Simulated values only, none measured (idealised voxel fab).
The following is a process module called voxel capacitor over wiring.
Section cut is 245 nm wide and gridded with 5 nm square cells.
If you're reading a cross-section in this doc, picture square cells in a grid; it comes to you as bands, top ones listed first down to the bottom, and a band can be one or more rows of cells.
What a band's entry tells you: where the top is and where the bottom is, as heights in nm, and after that what lies inside, material by material from left to right, each with its width in nm. Empty space is written as the word "blank", and a single material marked with the word "full width" occupies the band from edge to edge.
Zero point of the height axis is 0; under it, received wafer = one material. Lowest band: continues down indefinitely, "0 nm and below".
A width such as "30->40" changes by the same amount from each row of cells to the next, from the band's top row to its bottom row.
When a step is marked "left unchanged", none of the cells in the cross-section changed during that step.
You'll see "Sealed void listing" listing empty spaces that have no way open to the top, as long as they're 8 cells or more; the notation is width x height at distance, where the distance is from the left edge, and all of it is in nm.
On each step's line, the part that comes after the settings is the simulator's own comment on the step.
Steps that use a mask can have "overlay nm" on their line. It says how far the mask sat to the right of where it was meant to be. Negative means to the left.

### These are the steps we planned for the process
1. RECEIVE,material Si
2. CONFORMAL_DEP,material SiO2,thk nm 10
3. DIRECTIONAL_DEP,material TiN,thk nm 5
4. DIRECTIONAL_DEP,material Ru,thk nm 15
5. PATTERN,tone cover,mask id METAL_1,material resist,width nm 20,pitch nm 85,thk nm 20,overlay nm 0
6. DIRECTIONAL_ETCH,etch materials Ru,depth nm 15
7. DIRECTIONAL_ETCH,etch materials TiN,depth nm 5
8. STRIP,etch materials resist
9. CONFORMAL_DEP,material SiN,thk nm 5
10. FILL_DEP,material SiO2,thk nm 10
11. CMP,height nm 30
12. CONFORMAL_DEP,material SiCN,thk nm 5
13. DIRECTIONAL_DEP,material SiO2,thk nm 15
14. DIRECTIONAL_DEP,material aC,thk nm 10
15. PATTERN,tone open,mask id PLUG_1,material resist,width nm 15,thk nm 25,overlay nm 0
16. DIRECTIONAL_ETCH,etch materials aC,depth nm 10
17. STRIP,etch materials resist
18. DIRECTIONAL_ETCH,etch materials SiO2,depth nm 15
19. DIRECTIONAL_ETCH,etch materials SiCN,depth nm 5
20. STRIP,etch materials aC
21. EPI,material Ru,thk nm 10
22. EPI,material Ru,thk nm 10
23. DIRECTIONAL_DEP,material TiN,thk nm 10
24. DIRECTIONAL_DEP,material SiN,thk nm 5
25. DIRECTIONAL_DEP,material TiN,thk nm 10
26. PATTERN,tone cover,mask id UPPER_PLATE,material resist,width nm 70,thk nm 15,overlay nm 0
27. DIRECTIONAL_ETCH,etch materials TiN,depth nm 10
28. DIRECTIONAL_ETCH,etch materials SiN,depth nm 5
29. STRIP,etch materials resist
30. PATTERN,tone cover,mask id LOWER_PLATE,material resist,width nm 80,thk nm 15,overlay nm 0
31. DIRECTIONAL_ETCH,etch materials TiN,depth nm 10
32. STRIP,etch materials resist
33. FILL_DEP,material SiO2,thk nm 20
34. CMP,height nm 90
35. PATTERN,tone open,mask id PLUG_2,material resist,width nm 15,thk nm 15,overlay nm 0
36. DIRECTIONAL_ETCH,etch materials SiO2,depth nm 15
37. STRIP,etch materials resist
38. CONFORMAL_DEP,material TiN,thk nm 5
39. FILL_DEP,material W,thk nm 10
40. CMP,height nm 90
41. CONFORMAL_DEP,material SiN,thk nm 5

### Wafer cross-section on receipt, i.e. after step 1
  0 nm and below | Si full width
  Sealed void listing: none

### End state of the module in cross-section, given the above starting point and plan and one mistake in execution
  95 nm to 90 nm | SiN full width
  90 nm to 80 nm | 85 SiO2, then 5 TiN, then 5 W, then 5 TiN, then 145 SiO2
  80 nm to 75 nm | 85 SiO2, then 15 TiN, then 145 SiO2
  75 nm to 65 nm | 75 SiO2, then 70 TiN, then 100 SiO2
  65 nm to 60 nm | 75 SiO2, then 70 SiN, then 100 SiO2
  60 nm to 50 nm | 70 SiO2, then 80 TiN, then 95 SiO2
  50 nm to 35 nm | 75 SiO2, then 20 Ru, then 150 SiO2
  35 nm to 30 nm | 75 SiCN, then 20 Ru, then 150 SiCN
  30 nm to 15 nm | 65 SiO2, then 5 SiN, then 20 Ru, then 5 SiN, then 55 SiO2, then 5 SiN, then 20 Ru, then 5 SiN, then 65 SiO2
  15 nm to 10 nm | 70 SiN, then 20 TiN, then 65 SiN, then 20 TiN, then 70 SiN
  10 nm to 0 nm | SiO2 full width
  0 nm and below | Si full width
  Sealed void listing: none
What went wrong in running the wafer? step 15 ran with different settings than intended, the actual operation and settings being PATTERN,tone open,mask id PLUG_1,material resist,width nm 20,thk nm 25,overlay nm 0
